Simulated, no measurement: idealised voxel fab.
The process module that follows is named voxel ribs on slabs.
Section shown: cut. Width: 260 nm. Cell size: 5 nm, square.
A cross-section in this document is a grid of square cells, and it is written down as bands, the top band listed before the ones below it; a band is made up of one or more rows of cells. The band entry comprises the height of the band's top followed by the height of its bottom, expressed in nm, and subsequently the band's materials from left to right, each stated together with its width in nm. Where a single material is marked with the word "all across", that material fills the band from edge to edge. The word "air" represents empty space. A quick word on heights: they are counted from 0, and under that level the wafer as it came to us is one material throughout. The lowest band is different from the rest in having no bottom; it simply continues downward, written as in "0 and below". Per-row width for "30->40": begins at first number (top row of band), ends at second number (bottom row), increment between rows held constant. Basically "no modification" means that step didn't change any cell in the cross-section. Reported under the label "Tabulated closed voids" are the empty spaces having no open way to the top and comprising 8 cells or more; the notation for each is width x height at distance, in which the distance is measured from the left edge and all three values are in nm. Note: text after step settings on the step line = simulator remark on that step. Among the settings permitted on a step's line is "overlay nm"; applied to a step with a mask, it specifies the extent to which the mask lay to the right of its planned position, whereas a negative figure signifies a position to the left.
Below is the list of planned process steps
1 RECEIVE with material Si
2 DIRECTIONAL_DEP with material SiO2, thk nm 20
3 DIRECTIONAL_DEP with material SiN, thk nm 15
4 PATTERN with tone cover, mask id RIB, material resist, width nm 15, thk nm 15, overlay nm 0
5 DIRECTIONAL_ETCH with etch materials SiN, depth nm 5
6 STRIP with etch materials resist
7 DIRECTIONAL_DEP with material aC, thk nm 10
8 PATTERN with tone cover, mask id SLAB, material resist, width nm 65, thk nm 30, overlay nm 0
9 DIRECTIONAL_ETCH with etch materials aC, depth nm 10
10 STRIP with etch materials resist
11 DIRECTIONAL_ETCH with etch materials SiN, depth nm 10
12 STRIP with etch materials aC
13 FILL_DEP with material SiO2, thk nm 15
14 CMP with height nm 45
15 DIRECTIONAL_DEP with material TiN, thk nm 5
16 DIRECTIONAL_DEP with material aC, thk nm 10
17 PATTERN with tone cover, mask id HEATER, material resist, width nm 25, thk nm 25, overlay nm 0
18 DIRECTIONAL_ETCH with etch materials aC, depth nm 10
19 STRIP with etch materials resist
20 DIRECTIONAL_ETCH with etch materials TiN, depth nm 5
21 STRIP with etch materials aC
22 CONFORMAL_DEP with material SiO2, thk nm 10
As-received wafer cross-section (after step 1)
  0 and below | Si all across
  Tabulated closed voids: none
Module complete, cross-section. Starting point and plan per above. One mistake made in running the module
  70 down to 65 | 105 of air; 45 of SiO2; 110 of air
  65 down to 60 | SiO2 all across
  60 down to 55 | 115 of SiO2; 25 of TiN; 120 of SiO2
  55 down to 45 | TiN all across
  45 down to 35 | SiO2 all across
  35 down to 30 | 120 of SiO2; 15 of SiN; 125 of SiO2
  30 down to 20 | 95 of SiO2; 65 of SiN; 100 of SiO2
  20 down to 0 | SiO2 all across
  0 and below | Si all across
  Tabulated closed voids: none
Misprocessing identified: for step 15, the planned setting was not used; the step was instead run as DIRECTIONAL_DEP with material TiN, thk nm 15
